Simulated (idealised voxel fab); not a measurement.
Proc. module: voxel wiring stack
The figure presents cross-section cut, which has a width of 250 nm and is divided into square cells with an edge length of 5 nm.
Cross-sections here: square-cell grids, written as top-down lists of bands, a band being one or more rows of cells.
Within each band entry, the heights of the top and of the bottom of the band appear first, in that order and in nm; the materials of the band then follow from left to right, each with its corresponding width in nm. The designation "all across" on a single material indicates that it fills the band from edge to edge; the designation "blank" indicates empty space.
Height reference: 0 = level under which incoming wafer is all one material. Lowest band: no bottom, runs on downward, e.g. "from 0 down".
Top row gets the first number, bottom row gets the second, and each row in between changes by the same step: that is how a band width like "30 to 40" works.
The designation "no alteration", where it is given for a processing step, indicates that no cell of the cross-section was altered in the course of that step.
"Entrapped voids" means: voids of 8 cells or more that are shut off from the top with no open way through. Written width x height at distance, distance from the left edge, in nm.
Heads up: the bit after the settings on a step's line is the simulator's remark on that step.
The setting "overlay nm" may be written on the line of a step. When the step uses a mask, the value reports how far to the right of the planned place the mask lay, and a negative value reports that it lay to the left.

The following list gives the planned process steps
1 RECEIVE, material Si
2 CONFORMAL_DEP, material SiO2, thk nm 10
3 DIRECTIONAL_DEP, material TiN, thk nm 5
4 DIRECTIONAL_DEP, material W, thk nm 15
5 DIRECTIONAL_DEP, material aC, thk nm 10
6 PATTERN, tone cover, mask id METAL_1, material resist, width nm 30, pitch nm 50, thk nm 25, overlay nm 0
7 DIRECTIONAL_ETCH, etch materials aC, depth nm 10
8 STRIP, etch materials resist
9 DIRECTIONAL_ETCH, etch materials W, depth nm 15
10 DIRECTIONAL_ETCH, etch materials TiN, depth nm 5
11 STRIP, etch materials aC
12 FILL_DEP, material lowk, thk nm 5
13 CMP, height nm 30
14 CONFORMAL_DEP, material SiCN, thk nm 5
15 DIRECTIONAL_DEP, material lowk, thk nm 25
16 DIRECTIONAL_DEP, material aC, thk nm 10
17 PATTERN, tone open, mask id METAL_2, material resist, width nm 30, pitch nm 50, thk nm 25, overlay nm 0
18 DIRECTIONAL_ETCH, etch materials aC, depth nm 10
19 STRIP, etch materials resist
20 DIRECTIONAL_ETCH, etch materials lowk, depth nm 15
21 STRIP, etch materials aC
22 MASKED_ETCH, tone open, mask id METAL_2_HOLES, width nm 15, pitch nm 50, etch materials lowk, depth nm 10, overlay nm 0
23 MASKED_ETCH, tone open, mask id METAL_2_HOLES, width nm 15, pitch nm 50, etch materials SiCN, depth nm 5, overlay nm 0
24 CONFORMAL_DEP, material TiN, thk nm 5
25 FILL_DEP, material Cu, thk nm 10
26 CMP, height nm 60
27 CONFORMAL_DEP, material SiCN, thk nm 5
28 DIRECTIONAL_DEP, material SiO2, thk nm 15
29 PATTERN, tone open, mask id PLUG_2, material resist, width nm 15, pitch nm 50, thk nm 15, overlay nm 0
30 DIRECTIONAL_ETCH, etch materials SiO2, depth nm 15
31 DIRECTIONAL_ETCH, etch materials SiCN, depth nm 5
32 STRIP, etch materials resist
33 EPI, material Ru, thk nm 10
34 EPI, material Ru, thk nm 10
35 DIRECTIONAL_DEP, material TiN, thk nm 5
36 DIRECTIONAL_DEP, material Ru, thk nm 25
37 MASKED_ETCH, tone cover, mask id METAL_3, width nm 30, pitch nm 50, etch materials Ru, depth nm 25, overlay nm 0
38 MASKED_ETCH, tone cover, mask id METAL_3, width nm 30, pitch nm 50, etch materials TiN, depth nm 5, overlay nm 0
39 CONFORMAL_DEP, material SiCN, thk nm 5
40 FILL_DEP, material lowk, thk nm 5
41 CMP, height nm 110
42 CONFORMAL_DEP, material SiCN, thk nm 5

Cross-section, incoming material, after step 1
    from 0 down: Si all across
    Entrapped voids: none

Look at the cross-section after the module: the wafer started out the way shown above and the plan was the one shown above, yet one mistake was made along the way
    from 115 to 110: SiCN all across
    from 110 to 85: lowk 55 nm, then SiCN 5 nm, then Ru 30 nm, then SiCN 5 nm, then lowk 10 nm, then SiCN 5 nm, then Ru 30 nm, then SiCN 5 nm, then lowk 10 nm, then SiCN 5 nm, then Ru 30 nm, then SiCN 5 nm, then lowk 55 nm
    from 85 to 80: SiCN 60 nm, then TiN 30 nm, then SiCN 20 nm, then TiN 30 nm, then SiCN 20 nm, then TiN 30 nm, then SiCN 60 nm
    from 80 to 65: SiO2 60 nm, then Ru 15 nm, then SiO2 35 nm, then Ru 15 nm, then SiO2 35 nm, then Ru 15 nm, then SiO2 75 nm
    from 65 to 60: SiCN 60 nm, then Ru 15 nm, then SiCN 35 nm, then Ru 15 nm, then SiCN 35 nm, then Ru 15 nm, then SiCN 75 nm
    from 60 to 50: lowk 60 nm, then TiN 5 nm, then Cu 20 nm, then TiN 5 nm, then lowk 20 nm, then TiN 5 nm, then Cu 20 nm, then TiN 5 nm, then lowk 20 nm, then TiN 5 nm, then Cu 20 nm, then TiN 5 nm, then lowk 60 nm
    from 50 to 45: lowk 60 nm, then TiN 5 nm, then Cu 5 nm, then TiN 20 nm, then lowk 20 nm, then TiN 5 nm, then Cu 5 nm, then TiN 20 nm, then lowk 20 nm, then TiN 5 nm, then Cu 5 nm, then TiN 20 nm, then lowk 60 nm
    from 45 to 35: lowk 60 nm, then TiN 5 nm, then Cu 5 nm, then TiN 5 nm, then lowk 35 nm, then TiN 5 nm, then Cu 5 nm, then TiN 5 nm, then lowk 35 nm, then TiN 5 nm, then Cu 5 nm, then TiN 5 nm, then lowk 75 nm
    from 35 to 30: SiCN 60 nm, then TiN 15 nm, then SiCN 35 nm, then TiN 15 nm, then SiCN 35 nm, then TiN 15 nm, then SiCN 75 nm
    from 30 to 25: lowk 60 nm, then TiN 30 nm, then lowk 20 nm, then TiN 30 nm, then lowk 20 nm, then TiN 30 nm, then lowk 60 nm
    from 25 to 10: W all across
    from 10 to 0: SiO2 all across
    from 0 down: Si all across
    Entrapped voids: none
Where did the run depart from the plan? steps 3 and 4 traded places in the executed sequence
